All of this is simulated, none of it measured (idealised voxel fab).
Presented below is a process module, voxel transistor to metal.
The width of the displayed cross-section, cut, is 180 nm; its cells are square, with a size of 5 nm.
We lay out every cross-section as a grid of square cells and spell it out in bands from the top down, where one band means one or more rows of cells. Basically the band line says how high the top is and how high the bottom is, in nm, and then what's in it from left to right, every material with its width in nm. Empty space shows up as "air", and if a single material carries "edge to edge" it runs the full band edge to edge. It should be noted that heights are counted from 0, beneath which the wafer as supplied is of one material throughout, and that the lowest band possesses no lower boundary but continues downward, as written in "z 0 and below". When a width is written as two numbers, as in "30 to 40", the first number is the width in the top row of cells of the band and the second is the width in its bottom row, and the width changes by the same amount from each row to the next. Take "nothing changed" at face value: in the step it is given for, the cross-section changed in none of its cells. The list in "Unvented cavities" covers empty spaces of 8 cells or more that cannot reach the top through any open way, and it gives each as width x height at distance; the distance is from the left edge, and width, height and distance are in nm. Read whatever lies past the settings on a step's line as the simulator's own remark about the step. overlay nm: how far to the right of its planned place the mask lay on this masked step (negative: to the left).
This section lists the process steps that were planned
step 1: RECEIVE with material Si
step 2: CONFORMAL_DEP with material SiO2, thk nm 5
step 3: CONFORMAL_DEP with material SiN, thk nm 10
step 4: MASKED_ETCH with tone cover, mask id ACTIVE, width nm 115, etch materials SiN, depth nm 10, overlay nm 0
step 5: MASKED_ETCH with tone cover, mask id ACTIVE, width nm 115, etch materials SiO2, depth nm 5, overlay nm 0
step 6: MASKED_ETCH with tone cover, mask id ACTIVE, width nm 105, etch materials Si, depth nm 30, overlay nm 0
step 7: OXIDIZE with depth nm 5
step 8: FILL_DEP with material SiO2, thk nm 10
step 9: CMP with height nm 15
step 10: SELECTIVE_ETCH with etch materials SiO2, depth nm 5
step 11: STRIP with etch materials SiN
step 12: SELECTIVE_ETCH with etch materials SiO2, depth nm 5
step 13: OXIDIZE with depth nm 5
step 14: DIRECTIONAL_DEP with material polySi, thk nm 30
step 15: DIRECTIONAL_DEP with material SiCN, thk nm 15
step 16: MASKED_ETCH with tone cover, mask id GATE, width nm 25, etch materials SiCN, depth nm 25, overlay nm 0
step 17: MASKED_ETCH with tone cover, mask id GATE, width nm 25, etch materials polySi, depth nm 40, overlay nm 0
step 18: CONFORMAL_DEP with material SiO2, thk nm 5
step 19: DIRECTIONAL_ETCH with etch materials SiO2, depth nm 5
step 20: CONFORMAL_DEP with material SiN, thk nm 10
step 21: DIRECTIONAL_ETCH with etch materials SiN, depth nm 10
step 22: DIRECTIONAL_ETCH with etch materials SiO2, depth nm 5
step 23: EPI with material SiGe, thk nm 5
step 24: FILL_DEP with material SiO2, thk nm 5
step 25: CMP with height nm 45
step 26: DIRECTIONAL_DEP with material SiO2, thk nm 10
step 27: PATTERN with tone open, mask id CONTACT, material resist, width nm 35, pitch nm 70, thk nm 15, overlay nm 0
step 28: DIRECTIONAL_ETCH with etch materials SiO2, depth nm 55
step 29: STRIP with etch materials resist
step 30: CONFORMAL_DEP with material TiN, thk nm 5
step 31: FILL_DEP with material Ru, thk nm 10
step 32: CMP with height nm 55
step 33: CONFORMAL_DEP with material SiCN, thk nm 5
step 34: DIRECTIONAL_DEP with material SiO2, thk nm 25
step 35: PATTERN with tone open, mask id METAL_1, material resist, width nm 20, pitch nm 85, thk nm 15, overlay nm 0
step 36: DIRECTIONAL_ETCH with etch materials SiO2, depth nm 25
step 37: DIRECTIONAL_ETCH with etch materials SiCN, depth nm 5
step 38: STRIP with etch materials resist
step 39: CONFORMAL_DEP with material TiN, thk nm 5
step 40: FILL_DEP with material Ru, thk nm 5
step 41: CMP with height nm 85
step 42: CONFORMAL_DEP with material SiCN, thk nm 5
step 43: DIRECTIONAL_DEP with material lowk, thk nm 30
step 44: PATTERN with tone open, mask id METAL_2, material resist, width nm 20, pitch nm 85, thk nm 15, overlay nm 0
step 45: DIRECTIONAL_ETCH with etch materials lowk, depth nm 15
step 46: STRIP with etch materials resist
step 47: DIRECTIONAL_DEP with material aC, thk nm 10
step 48: PATTERN with tone open, mask id METAL_2_HOLES, material resist, width nm 15, pitch nm 85, thk nm 25, overlay nm 0
step 49: DIRECTIONAL_ETCH with etch materials aC, depth nm 10
step 50: STRIP with etch materials resist
step 51: DIRECTIONAL_ETCH with etch materials lowk, depth nm 15
step 52: DIRECTIONAL_ETCH with etch materials SiCN, depth nm 5
step 53: STRIP with etch materials aC
step 54: CONFORMAL_DEP with material TiN, thk nm 5
step 55: FILL_DEP with material Ru, thk nm 5
step 56: CMP with height nm 120
step 57: CONFORMAL_DEP with material SiCN, thk nm 5
For clarity, it should be stated that the wafers under discussion commence in an identical condition and differ with respect to the width nm of step 6, the plan indicating the value that the first wafer had.
First of several wafers (as received, post step 1), cross-sectional view
    z 0 and below: Si edge to edge
    Unvented cavities: none
What follows is a table in which each wafer occupies a row; for the wafer as it stands at the close of the module, the row states, material by material, how many cells have been gained (+) or lost (-) since receipt, and then gives its closed voids
width nm 105, +98 Ru, -126 Si, +109 SiCN, +8 SiGe, +40 SiN, +453 SiO2, +114 TiN, +174 lowk, +30 polySi, Unvented cavities: none
width nm 110, +98 Ru, -126 Si, +109 SiCN, +8 SiGe, +40 SiN, +453 SiO2, +114 TiN, +174 lowk, +30 polySi, Unvented cavities: none
width nm 115, +98 Ru, -126 Si, +109 SiCN, +8 SiGe, +40 SiN, +453 SiO2, +114 TiN, +174 lowk, +30 polySi, Unvented cavities: none
width nm 120, +98 Ru, -120 Si, +109 SiCN, +8 SiGe, +40 SiN, +447 SiO2, +114 TiN, +174 lowk, +30 polySi, Unvented cavities: none
width nm 125, +98 Ru, -114 Si, +109 SiCN, +8 SiGe, +40 SiN, +441 SiO2, +114 TiN, +174 lowk, +30 polySi, Unvented cavities: none
width nm 130, +98 Ru, -108 Si, +109 SiCN, +8 SiGe, +40 SiN, +435 SiO2, +114 TiN, +174 lowk, +30 polySi, Unvented cavities: none
